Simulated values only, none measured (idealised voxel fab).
You're looking at the process module voxel wiring stack.
The figure presents cross-section cut, which has a width of 165 nm and is divided into square cells with an edge length of 5 nm.
A cross-section is a grid of square cells, given in bands from the top down. A band is one or more rows of cells.
What a band's entry tells you: where the top is and where the bottom is, as heights in nm, and after that what lies inside, material by material from left to right, each with its width in nm. Empty space is written as the word "air", and a single material marked with the word "all across" occupies the band from edge to edge.
Measure heights from 0. That's the level where, below it, the as-received wafer is all one material. The lowest band is bottomless and extends downward; write it as in "0 nm and below".
A width such as "30..40" changes by the same amount from each row of cells to the next, from the band's top row to its bottom row.
It should be understood that the words "changes: none", when stated for a given step, signify that the cross-section underwent no change in any of its cells during that step.
"Completely enclosed voids" specifies each empty space that is not open to the top and that occupies no fewer than 8 cells, using the form width x height at distance, the distance measured from the left edge and all three quantities in nm.
What comes after the settings on a step's line is commentary from the simulator itself on that step.
The "overlay nm" setting may appear on a step's line; for a step that uses a mask, it gives how far to the right of its planned position the mask lay, and a negative value indicates the left.

-- The planned process steps are enumerated hereunder
1) RECEIVE: material Si
2) CONFORMAL_DEP: material SiO2, thk nm 15
3) CONFORMAL_DEP: material SiN, thk nm 5
4) DIRECTIONAL_DEP: material lowk, thk nm 5
5) PATTERN: tone open, mask id METAL_1, material resist, width nm 30, pitch nm 55, thk nm 20, overlay nm 0
6) DIRECTIONAL_ETCH: etch materials lowk, depth nm 15
7) DIRECTIONAL_ETCH: etch materials SiN, depth nm 5
8) STRIP: etch materials resist
9) CONFORMAL_DEP: material TiN, thk nm 5
10) FILL_DEP: material W, thk nm 5
11) CMP: height nm 35
12) EPI: material Ru, thk nm 5
13) FILL_DEP: material SiCN, thk nm 5
14) DIRECTIONAL_DEP: material lowk, thk nm 30
15) DIRECTIONAL_DEP: material aC, thk nm 15
16) PATTERN: tone open, mask id METAL_2_HOLES, material resist, width nm 15, thk nm 35, overlay nm 0
17) DIRECTIONAL_ETCH: etch materials aC, depth nm 15
18) STRIP: etch materials resist
19) DIRECTIONAL_ETCH: etch materials lowk, depth nm 30
20) STRIP: etch materials aC
21) DIRECTIONAL_DEP: material aC, thk nm 10
22) PATTERN: tone open, mask id METAL_2, material resist, width nm 30, pitch nm 55, thk nm 25, overlay nm 0
23) DIRECTIONAL_ETCH: etch materials aC, depth nm 10
24) STRIP: etch materials resist
25) DIRECTIONAL_ETCH: etch materials lowk, depth nm 20
26) DIRECTIONAL_ETCH: etch materials SiCN, depth nm 5
27) STRIP: etch materials aC
28) CONFORMAL_DEP: material TiN, thk nm 5
29) FILL_DEP: material Cu, thk nm 10
30) CMP: height nm 75
31) CONFORMAL_DEP: material SiN, thk nm 5
Quick note for whoever runs this: the wafers start identical, but the thk nm at step 4 isn't the same across them. The plan just shows what the first wafer had.

-- As received, i.e. after step 1: cross-section through the first of several wafers
0 nm and below | Si all across
Completely enclosed voids: none

-- Where each wafer stands at the end of the module, a row apiece: cells of each material gained (+) or lost (-) since it was received, then closed voids
thk nm 5, +27 Cu, +33 Ru, +30 SiCN, +54 SiN, +99 SiO2, +71 TiN, +49 W, +165 lowk, Completely enclosed voids: none
thk nm 10, +27 Cu, +33 Ru, +30 SiCN, +54 SiN, +99 SiO2, +75 TiN, +24 W, +186 lowk, Completely enclosed voids: none
thk nm 15, +27 Cu, +16 Ru, +47 SiCN, +54 SiN, +99 SiO2, +54 TiN, +24 W, +207 lowk, Completely enclosed voids: none
thk nm 20, +27 Cu, +16 Ru, +47 SiCN, +66 SiN, +99 SiO2, +46 TiN, +8 W, +219 lowk, Completely enclosed voids: none
thk nm 25, +27 Cu, +16 Ru, +47 SiCN, +66 SiN, +99 SiO2, +42 TiN, +231 lowk, Completely enclosed voids: none
thk nm 30, +35 Cu, +30 SiCN, +66 SiN, +99 SiO2, +55 TiN, +243 lowk, Completely enclosed voids: none
